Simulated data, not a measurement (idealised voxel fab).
process module | voxel capacitor over wiring
cross-section cut | 150 nm wide | cells 5 nm
A cross-section is a grid of square cells, given in bands from the top down. A band is one or more rows of cells.
Each band's line starts with the height of the band's top and of its bottom, in nm. Then come its materials from left to right, each with its width in nm. One material with "throughout" fills the band from edge to edge. "air" is empty space.
Height 0 is the level under which the wafer as received is all one material. The lowest band goes on downwards, as in "0 down".
A width such as "30 to 40" changes by the same amount from each row of cells to the next, from the band's top row to its bottom row.
"no change" after a step means that no cell of the cross-section changed.
closed voids: empty space of 8 cells or more with no open way to the top, each as width x height at its distance from the left edge, in nm
after a step's settings: what the simulator itself notes on the step
overlay nm, on a step with a mask: how far to the right of its planned place the mask lay; to the left if negative
plan
1 op RECEIVE | material Si
2 op CONFORMAL_DEP | material SiO2 | thk nm 15
3 op CONFORMAL_DEP | material SiCN | thk nm 5
4 op DIRECTIONAL_DEP | material lowk | thk nm 20
5 op DIRECTIONAL_DEP | material aC | thk nm 15
6 op PATTERN | tone open | mask id METAL_1 | material resist | width nm 20 | pitch nm 90 | thk nm 35 | overlay nm 0
7 op DIRECTIONAL_ETCH | etch materials aC | depth nm 15
8 op STRIP | etch materials resist
9 op DIRECTIONAL_ETCH | etch materials lowk | depth nm 20
10 op DIRECTIONAL_ETCH | etch materials SiCN | depth nm 5
11 op STRIP | etch materials aC
12 op CONFORMAL_DEP | material TiN | thk nm 5
13 op FILL_DEP | material Cu | thk nm 10
14 op CMP | height nm 40
15 op CONFORMAL_DEP | material SiCN | thk nm 5
16 op DIRECTIONAL_DEP | material SiO2 | thk nm 10
17 op DIRECTIONAL_DEP | material aC | thk nm 10
18 op PATTERN | tone open | mask id PLUG_1 | material resist | width nm 15 | thk nm 25 | overlay nm 0
19 op DIRECTIONAL_ETCH | etch materials aC | depth nm 10
20 op STRIP | etch materials resist
21 op DIRECTIONAL_ETCH | etch materials SiO2 | depth nm 10
22 op DIRECTIONAL_ETCH | etch materials SiCN | depth nm 5
23 op STRIP | etch materials aC
24 op EPI | material Ru | thk nm 10
25 op EPI | material Ru | thk nm 5
26 op DIRECTIONAL_DEP | material TiN | thk nm 10
27 op DIRECTIONAL_DEP | material SiN | thk nm 5
28 op DIRECTIONAL_DEP | material TiN | thk nm 10
29 op MASKED_ETCH | tone cover | mask id UPPER_PLATE | width nm 75 | etch materials TiN | depth nm 10 | overlay nm 0
30 op MASKED_ETCH | tone cover | mask id UPPER_PLATE | width nm 75 | etch materials SiN | depth nm 5 | overlay nm 0
31 op MASKED_ETCH | tone cover | mask id LOWER_PLATE | width nm 85 | etch materials TiN | depth nm 10 | overlay nm 0
32 op FILL_DEP | material SiO2 | thk nm 15
33 op CMP | height nm 90
34 op MASKED_ETCH | tone open | mask id PLUG_2 | width nm 15 | etch materials SiO2 | depth nm 10 | overlay nm 0
35 op CONFORMAL_DEP | material TiN | thk nm 5
36 op FILL_DEP | material Cu | thk nm 10
37 op CMP | height nm 90
38 op CONFORMAL_DEP | material SiCN | thk nm 5
as received, after step 1
  0 down: Si throughout
  closed voids: none
first wafer at the end, as planned
  95 to 90: SiCN throughout
  90 to 85: SiO2 35 | TiN 5 | Cu 5 | TiN 5 | SiO2 100
  85 to 80: SiO2 35 | TiN 15 | SiO2 100
  80 to 70: SiO2 25 | TiN 75 | SiO2 50
  70 to 65: SiO2 25 | SiN 75 | SiO2 50
  65 to 55: SiO2 20 | TiN 85 | SiO2 45
  55 to 45: SiO2 25 | Ru 15 | SiO2 110
  45 to 40: SiCN 25 | Ru 15 | SiCN 110
  40 to 20: lowk 20 | TiN 5 | Cu 10 | TiN 5 | lowk 70 | TiN 5 | Cu 10 | TiN 5 | lowk 20
  20 to 15: SiCN 20 | TiN 20 | SiCN 70 | TiN 20 | SiCN 20
  15 to 0: SiO2 throughout
  0 down: Si throughout
  closed voids: none
second wafer at the end: like start, like plan, one mistake
  95 to 90: SiCN throughout
  90 to 85: SiO2 35 | TiN 5 | Cu 5 | TiN 5 | SiO2 100
  85 to 80: SiO2 35 | TiN 15 | SiO2 100
  80 to 70: SiO2 25 | TiN 75 | SiO2 50
  70 to 65: SiO2 25 | SiN 75 | SiO2 50
  65 to 55: SiO2 20 | TiN 85 | SiO2 45
  55 to 45: SiO2 35 | Ru 15 | SiO2 100
  45 to 40: SiCN 35 | Ru 15 | SiCN 100
  40 to 20: lowk 20 | TiN 5 | Cu 10 | TiN 5 | lowk 70 | TiN 5 | Cu 10 | TiN 5 | lowk 20
  20 to 15: SiCN 20 | TiN 20 | SiCN 70 | TiN 20 | SiCN 20
  15 to 0: SiO2 throughout
  0 down: Si throughout
  closed voids: none
what went wrong: step 18 ran as: op PATTERN | tone open | mask id PLUG_1 | material resist | width nm 15 | thk nm 25 | overlay nm 10
at the end the second wafer has, in cells: as many of each material as the first, in other places
